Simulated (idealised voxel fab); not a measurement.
Module name: voxel self aligned vias (process module)
Cross-section cut: width 230 nm, square cells of 5 nm.
Cross-sections here: square-cell grids, written as top-down lists of bands, a band being one or more rows of cells. Look at the band entry: it leads with the top's height and the bottom's height in nm. Then it lists the materials left to right, with a width in nm for each. The word "full width" on a single material says that material fills the band edge to edge. The word "air" is empty space. Below 0: as-received wafer, all one material; heights counted from there. Lowest band: no bottom, goes on down, written "0 down". The two numbers in a width such as "30 to 40" mark its ends across the band: the first belongs to the top row of cells, the second to the bottom row, and from each row to the next the width moves by the same amount. Any step labelled "stayed the same" changed none of the cells in the cross-section. "Enclosed void entries" means: voids of 8 cells or more that are shut off from the top with no open way through. Written width x height at distance, distance from the left edge, in nm. That trailing text on a step's line, after the settings, is the simulator's own remark on the step. overlay nm: for a step with a mask, the amount by which the mask lay right of where it was planned; a negative amount means left of it.

### plan
1) RECEIVE, material Si
2) CONFORMAL_DEP, material SiO2, thk nm 15
3) CONFORMAL_DEP, material SiCN, thk nm 5
4) DIRECTIONAL_DEP, material lowk, thk nm 20
5) MASKED_ETCH, tone open, mask id LINES, width nm 30, pitch nm 55, etch materials lowk, depth nm 20, overlay nm 0
6) CONFORMAL_DEP, material TiN, thk nm 5
7) FILL_DEP, material W, thk nm 10
8) CMP, height nm 40
9) SELECTIVE_ETCH, etch materials W Ru TiN, depth nm 5
10) FILL_DEP, material SiN, thk nm 10
11) CMP, height nm 40
12) DIRECTIONAL_DEP, material lowk, thk nm 20
13) DIRECTIONAL_DEP, material aC, thk nm 5
14) PATTERN, tone open, mask id VIAS, material resist, width nm 40, thk nm 30, overlay nm 0
15) DIRECTIONAL_ETCH, etch materials aC, depth nm 15
16) STRIP, etch materials resist
17) DIRECTIONAL_ETCH, etch materials lowk, depth nm 20
18) DIRECTIONAL_ETCH, etch materials SiN, depth nm 5
19) STRIP, etch materials aC
20) CONFORMAL_DEP, material TiN, thk nm 5
21) FILL_DEP, material W, thk nm 10
22) CMP, height nm 60
23) CONFORMAL_DEP, material SiN, thk nm 5
varied across the wafers: thk nm of step 13. The plan shows the first wafer's value. All wafers start alike

### First of several wafers (as received, post step 1), cross-sectional view
> 0 down: Si full width
> Enclosed void entries: none

### Cross-section of the first of several wafers once the module has run through its last step, step 23
> 65 to 60: SiN full width
> 60 to 45: lowk=65 / TiN=5 / W=30 / TiN=5 / lowk=125
> 45 to 40: lowk=65 / TiN=10 / W=20 / TiN=10 / lowk=125
> 40 to 35: lowk=70 / TiN=30 / lowk=25 / SiN=30 / lowk=75
> 35 to 25: lowk=70 / TiN=5 / W=20 / TiN=5 / lowk=25 / TiN=5 / W=20 / TiN=5 / lowk=75
> 25 to 20: lowk=70 / TiN=30 / lowk=25 / TiN=30 / lowk=75
> 20 to 15: SiCN full width
> 15 to 0: SiO2 full width
> 0 down: Si full width
> Enclosed void entries: none

### Cross-section at module completion, last wafer
> 65 to 60: SiN full width
> 60 to 40: lowk full width
> 40 to 35: lowk=70 / SiN=30 / lowk=25 / SiN=30 / lowk=75
> 35 to 25: lowk=70 / TiN=5 / W=20 / TiN=5 / lowk=25 / TiN=5 / W=20 / TiN=5 / lowk=75
> 25 to 20: lowk=70 / TiN=30 / lowk=25 / TiN=30 / lowk=75
> 20 to 15: SiCN full width
> 15 to 0: SiO2 full width
> 0 down: Si full width
> Enclosed void entries: none

### End of module, by wafer: material-by-material cell gain (+) or loss (-) since receipt, then closed voids
thk nm 5, +46 SiCN, +52 SiN, +138 SiO2, +36 TiN, +38 W, +288 lowk, Enclosed void entries: none
thk nm 10, +46 SiCN, +52 SiN, +138 SiO2, +36 TiN, +38 W, +288 lowk, Enclosed void entries: none
thk nm 15, +46 SiCN, +52 SiN, +138 SiO2, +36 TiN, +38 W, +288 lowk, Enclosed void entries: none
thk nm 20, +46 SiCN, +58 SiN, +138 SiO2, +20 TiN, +16 W, +320 lowk, Enclosed void entries: none
thk nm 25, +46 SiCN, +58 SiN, +138 SiO2, +20 TiN, +16 W, +320 lowk, Enclosed void entries: none
thk nm 30, +46 SiCN, +58 SiN, +138 SiO2, +20 TiN, +16 W, +320 lowk, Enclosed void entries: none
